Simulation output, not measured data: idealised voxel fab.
Module name: voxel double patterning (process module)
The cross-section shown here is cut; it is 210 nm wide and divided into square cells measuring 5 nm on a side.
A cross-section is written here as square cells arranged in a grid, and it is given in bands from the top down, each band taking up one or more rows of cells.
It is stipulated that each band's entry specify, in nanometres, the height of the top of the band and then that of its bottom, followed by the materials of the band in left-to-right sequence, each together with its width in nanometres. A single material marked by the word "throughout" is understood to fill the band from edge to edge; the word "blank" is understood to denote empty space.
The reference from which all heights are counted is 0, the level beneath which the as-received wafer is entirely one material; the lowest band, having no lower bound, proceeds downward and is written after the example "from 0 down".
Quick explanation for "30->40": the width changes in equal steps down the rows of cells, from the first number in the band's top row to the second number in its bottom row.
Basically "no alteration" means that step didn't change any cell in the cross-section.
If an empty space has no open way to the top and is at least 8 cells in size, "Enclosed cavities" lists it, written width x height at distance, where distance is measured from the left edge and every value is in nm.
It should be noted that, on the line of a given step, the content following the step's settings is a remark produced by the simulator itself with respect to that step.
The line of a step may include "overlay nm". On a step with a mask, this value is how far to the right of its planned place the mask lay. A negative value means the mask lay to the left.

Process steps - plan
1 op RECEIVE | material Si
2 op CONFORMAL_DEP | material SiO2 | thk nm 5
3 op DIRECTIONAL_DEP | material W | thk nm 10
4 op DIRECTIONAL_DEP | material SiN | thk nm 10
5 op MASKED_ETCH | tone open | mask id FIRST | width nm 15 | pitch nm 50 | etch materials SiN | depth nm 10 | overlay nm 0
6 op MASKED_ETCH | tone open | mask id SECOND | width nm 15 | etch materials SiN | depth nm 10 | overlay nm 0
7 op DIRECTIONAL_ETCH | etch materials W | depth nm 10
8 op STRIP | etch materials SiN

Concerning the first of two wafers, which was run in accordance with the plan

Cross-section of the wafer upon arrival, representing the state reached after step 1
- from 0 down | Si throughout
- Enclosed cavities: none

The wafer, seen in cross-section, after step 2
- from 5 to 0 | SiO2 throughout
- Everything below 0 is unchanged.

The wafer, seen in cross-section, after step 3
- from 15 to 5 | W throughout
- Everything below 5 is unchanged.

The wafer, seen in cross-section, after step 4
- from 25 to 15 | SiN throughout
- Everything below 15 is unchanged.

The wafer, seen in cross-section, after step 5
- from 25 to 15 | 70 nm SiN  15 nm blank  35 nm SiN  15 nm blank  75 nm SiN
- Everything below 15 is unchanged.

The wafer, seen in cross-section, after step 6
- from 25 to 15 | 70 nm SiN  15 nm blank  10 nm SiN  15 nm blank  10 nm SiN  15 nm blank  75 nm SiN
- Everything below 15 is unchanged.

The wafer, seen in cross-section, after step 7
- from 25 to 15 | 70 nm SiN  15 nm blank  10 nm SiN  15 nm blank  10 nm SiN  15 nm blank  75 nm SiN
- from 15 to 5 | 70 nm W  15 nm blank  10 nm W  15 nm blank  10 nm W  15 nm blank  75 nm W
- Everything below 5 is unchanged.

The wafer, seen in cross-section, after step 8
- from 15 to 5 | 70 nm W  15 nm blank  10 nm W  15 nm blank  10 nm W  15 nm blank  75 nm W
- Everything below 5 is unchanged.

Second wafer - shared start and plan with the first - one error in running - same as the first up to step 6 inclusive

Cross-section: second wafer, time at which step 7 was scheduled to end
- from 25 to 15 | 70 nm SiN  15 nm blank  10 nm SiN  15 nm blank  10 nm SiN  15 nm blank  75 nm SiN
- from 15 to 10 | 70 nm W  15 nm blank  10 nm W  15 nm blank  10 nm W  15 nm blank  75 nm W
- Everything below 10 is unchanged.

Cross-section: second wafer, time at which step 8 was scheduled to end
- from 15 to 10 | 70 nm W  15 nm blank  10 nm W  15 nm blank  10 nm W  15 nm blank  75 nm W
- Everything below 10 is unchanged.
Heads up, the wafer didn't run the way we planned it: step 7 did not use the planned setting and instead ran as op DIRECTIONAL_ETCH | etch materials W | depth nm 5
Looking at both finished wafers in cells, the second ends up ahead of or behind the first on some materials: W: 9 more
